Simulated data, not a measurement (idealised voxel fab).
Process module in this document: voxel quadruple lines
The figure presents cross-section cut, which has a width of 300 nm and is divided into square cells with an edge length of 5 nm.
A cross-section is written here as square cells arranged in a grid, and it is given in bands from the top down, each band taking up one or more rows of cells.
A band entry consists of two parts. The first gives the height of the band's top and the height of its bottom, in nm. The rest lists the band's materials from left to right, each with its width in nm. A single material labelled with the word "edge to edge" fills the band from edge to edge, and the word "blank" marks empty space.
Basically, 0 is our baseline, since under it the wafer straight out of the box is all one material. The bottom band has no lower end and keeps on going down, so it looks like "0 nm and below".
Note: "30..40" means the width goes from the first number (top row of the band) to the second number (bottom row) in equal steps per row of cells.
"stayed the same" after a step means that no cell of the cross-section changed.
"Cavities, closed" specifies each empty space that is not open to the top and that occupies no fewer than 8 cells, using the form width x height at distance, the distance measured from the left edge and all three quantities in nm.
The remark found on a step's line after its settings is issued by the simulator itself and pertains to that step.
overlay nm: where the mask lay relative to plan, measured to the right, on steps with a mask; negatives go left.
### Process steps foreseen in the plan
| 1 | RECEIVE,material Si |
| 2 | CONFORMAL_DEP,material Al2O3,thk nm 10 |
| 3 | DIRECTIONAL_DEP,material W,thk nm 10 |
| 4 | DIRECTIONAL_DEP,material polySi,thk nm 20 |
| 5 | DIRECTIONAL_DEP,material aC,thk nm 25 |
| 6 | PATTERN,tone cover,mask id MANDREL,material resist,width nm 25,pitch nm 80,thk nm 35,overlay nm 0 |
| 7 | DIRECTIONAL_ETCH,etch materials aC,depth nm 25 |
| 8 | STRIP,etch materials resist |
| 9 | CONFORMAL_DEP,material SiO2,thk nm 15 |
| 10 | DIRECTIONAL_ETCH,etch materials SiO2,depth nm 15 |
| 11 | STRIP,etch materials aC |
| 12 | DIRECTIONAL_ETCH,etch materials polySi,depth nm 20 |
| 13 | STRIP,etch materials SiO2 |
| 14 | CONFORMAL_DEP,material SiN,thk nm 5 |
| 15 | DIRECTIONAL_ETCH,etch materials SiN,depth nm 5 |
| 16 | STRIP,etch materials polySi |
| 17 | DIRECTIONAL_ETCH,etch materials W,depth nm 10 |
| 18 | STRIP,etch materials SiN |
| 19 | FILL_DEP,material lowk,thk nm 10 |
| 20 | CMP,height nm 20 |
### Here's what the wafer looked like in cross-section when it arrived - that's after step 1
    0 nm and below: Si edge to edge
    Cavities, closed: none
### Cross-sectional result after module completion. Note: starting condition and plan are unchanged from above; one processing mistake was made
    20 nm to 10 nm: lowk: 65 / W: 5 / lowk: 15 / W: 5 / lowk: 15 / W: 5 / lowk: 15 / W: 5 / lowk: 15 / W: 5 / lowk: 15 / W: 5 / lowk: 15 / W: 5 / lowk: 15 / W: 5 / lowk: 90
    10 nm to 0 nm: Al2O3 edge to edge
    0 nm and below: Si edge to edge
    Cavities, closed: none
Error vs. plan: in deviation from the planned setting, step 6 was conducted as PATTERN,tone cover,mask id MANDREL,material resist,width nm 25,pitch nm 80,thk nm 35,overlay nm -10
